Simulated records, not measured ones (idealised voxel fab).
The document below concerns the process module designated voxel ribs on slabs.
The cross-section on display is named cut; it measures 285 nm wide, and its cells are 5 nm squares.
Bands, listed from the top down, are how a cross-section gets written in this document; the cross-section itself is a grid of square cells, and a band is one or more rows of them. Per band: top height and bottom height in nm, followed by the left-to-right materials and their widths in nm; "edge to edge" marks a single material spanning edge to edge, "air" marks empty space. We count height from 0. Below that, the starting wafer is all one material. The lowest band never ends at the bottom but goes on down; see "0 down" for how that is written. You'd read "30->40" like this: the band's top row of cells is as wide as the first number, its bottom row is as wide as the second, and going down, every row changes width by the same amount as the row before did. Any step labelled "nothing altered" changed none of the cells in the cross-section. "Closed cavity list" means: voids of 8 cells or more that are shut off from the top with no open way through. Written width x height at distance, distance from the left edge, in nm. Post-settings text on a step line: simulator's own remark regarding the step. The optional step-line setting "overlay nm" applies to steps with a mask and quantifies how far to the right of its planned location the mask lay, a negative value indicating leftward placement.

# Here's what the planned process steps look like
step 1: RECEIVE with material Si
step 2: DIRECTIONAL_DEP with material SiO2, thk nm 20
step 3: DIRECTIONAL_DEP with material SiN, thk nm 20
step 4: DIRECTIONAL_DEP with material aC, thk nm 15
step 5: PATTERN with tone cover, mask id RIB, material resist, width nm 20, thk nm 30, overlay nm 0
step 6: DIRECTIONAL_ETCH with etch materials aC, depth nm 15
step 7: STRIP with etch materials resist
step 8: DIRECTIONAL_ETCH with etch materials SiN, depth nm 5
step 9: STRIP with etch materials aC
step 10: DIRECTIONAL_DEP with material aC, thk nm 15
step 11: PATTERN with tone cover, mask id SLAB, material resist, width nm 70, thk nm 30, overlay nm 0
step 12: DIRECTIONAL_ETCH with etch materials aC, depth nm 15
step 13: STRIP with etch materials resist
step 14: DIRECTIONAL_ETCH with etch materials SiN, depth nm 15
step 15: STRIP with etch materials aC
step 16: FILL_DEP with material SiO2, thk nm 25
step 17: CMP with height nm 55
step 18: DIRECTIONAL_DEP with material W, thk nm 10
step 19: PATTERN with tone cover, mask id HEATER, material resist, width nm 30, thk nm 20, overlay nm 0
step 20: DIRECTIONAL_ETCH with etch materials W, depth nm 10
step 21: STRIP with etch materials resist
step 22: CONFORMAL_DEP with material SiN, thk nm 10

# Wafer at receipt (post step 1), cross-section
  0 down = Si edge to edge
  Closed cavity list: none

# The first of the two wafers as seen in cross-section once the module was finished; processing followed the plan
  75 to 65 = air=115; SiN=50; air=120
  65 to 55 = SiN=125; W=30; SiN=130
  55 to 40 = SiO2 edge to edge
  40 to 35 = SiO2=130; SiN=20; SiO2=135
  35 to 20 = SiO2=105; SiN=70; SiO2=110
  20 to 0 = SiO2 edge to edge
  0 down = Si edge to edge
  Closed cavity list: none

# Now the second wafer, cross-sectioned at the end of the module. Nothing different at the start, nothing different in the plan compared with the first, just one mistake when it was actually run
  75 to 65 = air=115; SiN=50; air=120
  65 to 55 = SiN=125; W=30; SiN=130
  55 to 40 = SiO2=105; SiN=70; SiO2=110
  40 to 0 = SiO2 edge to edge
  0 down = Si edge to edge
  Closed cavity list: none
Plan not followed: step 2 in the plan was executed twice
Wafer comparison, final, in cells, second relative to first, materials more or fewer: 4 fewer of SiN; 4 more of SiO2
